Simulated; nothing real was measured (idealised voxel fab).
Module name: voxel tone inversion (process module)
We display cut, a cross-section 210 nm in width whose square cells are each 5 nm.
How to read a cross-section here: the picture is a grid of square cells, written as bands going from the top down, and any band can span one or more rows of cells. It is stipulated that each band's entry specify, in nanometres, the height of the top of the band and then that of its bottom, followed by the materials of the band in left-to-right sequence, each together with its width in nanometres. A single material marked by the word "everywhere" is understood to fill the band from edge to edge; the word "blank" is understood to denote empty space. Basically, 0 is our baseline, since under it the wafer straight out of the box is all one material. The bottom band has no lower end and keeps on going down, so it looks like "top 0, no bottom". The expression "30->40" gives the width at the extremes of the band, the first number at its top row of cells and the second at its bottom row, with the width changing by equal amounts from each row to the next in between. The cross-section has no changed cell in any step marked "identical to before". "Trapped void list": sealed empty spaces, 8 cells or more, no open way to top, listed width x height at distance, with distance from the left edge and width, height and distance in nm. Post-settings text on a step line: simulator's own remark regarding the step. "overlay nm" on a masked step: distance the mask lay right of its planned place, negative for left.

**The planned process steps are enumerated hereunder**
1. op RECEIVE | material Si
2. op CONFORMAL_DEP | material SiCN | thk nm 5
3. op DIRECTIONAL_DEP | material aC | thk nm 25
4. op PATTERN | tone cover | mask id POSTS | material resist | width nm 15 | pitch nm 40 | thk nm 30 | overlay nm 0
5. op DIRECTIONAL_ETCH | etch materials aC | depth nm 25
6. op STRIP | etch materials resist
7. op FILL_DEP | material lowk | thk nm 5
8. op CMP | height nm 30
9. op STRIP | etch materials aC
10. op CONFORMAL_DEP | material TiN | thk nm 5
11. op FILL_DEP | material Ru | thk nm 10
12. op CMP | height nm 30
13. op CONFORMAL_DEP | material SiCN | thk nm 5

**Incoming wafer in cross-section (state: after step 1)**
	top 0, no bottom  Si everywhere
	Trapped void list: none

**Post-module cross-section of the first of two wafers (run per plan)**
	top 35, bottom 30  SiCN everywhere
	top 30, bottom 10  lowk 75 nm / TiN 5 nm / Ru 5 nm / TiN 5 nm / lowk 25 nm / TiN 5 nm / Ru 5 nm / TiN 5 nm / lowk 80 nm
	top 10, bottom 5  lowk 75 nm / TiN 15 nm / lowk 25 nm / TiN 15 nm / lowk 80 nm
	top 5, bottom 0  SiCN everywhere
	top 0, no bottom  Si everywhere
	Trapped void list: none

**Cross-sectional view: second of two wafers, end of module; start and plan identical to the first, one mistake in running**
	top 35, bottom 30  SiCN everywhere
	top 30, bottom 10  Ru 70 nm / TiN 5 nm / lowk 15 nm / TiN 5 nm / Ru 15 nm / TiN 5 nm / lowk 15 nm / TiN 5 nm / Ru 75 nm
	top 10, bottom 5  TiN 75 nm / lowk 15 nm / TiN 25 nm / lowk 15 nm / TiN 80 nm
	top 5, bottom 0  SiCN everywhere
	top 0, no bottom  Si everywhere
	Trapped void list: none
Heads up, the wafer didn't run the way we planned it: step 4 did not use the planned setting and instead ran as op PATTERN | tone open | mask id POSTS | material resist | width nm 15 | pitch nm 40 | thk nm 30 | overlay nm 0
Wafer comparison, final, in cells, second relative to first, materials more or fewer: Ru +120 | TiN +30 | lowk -150
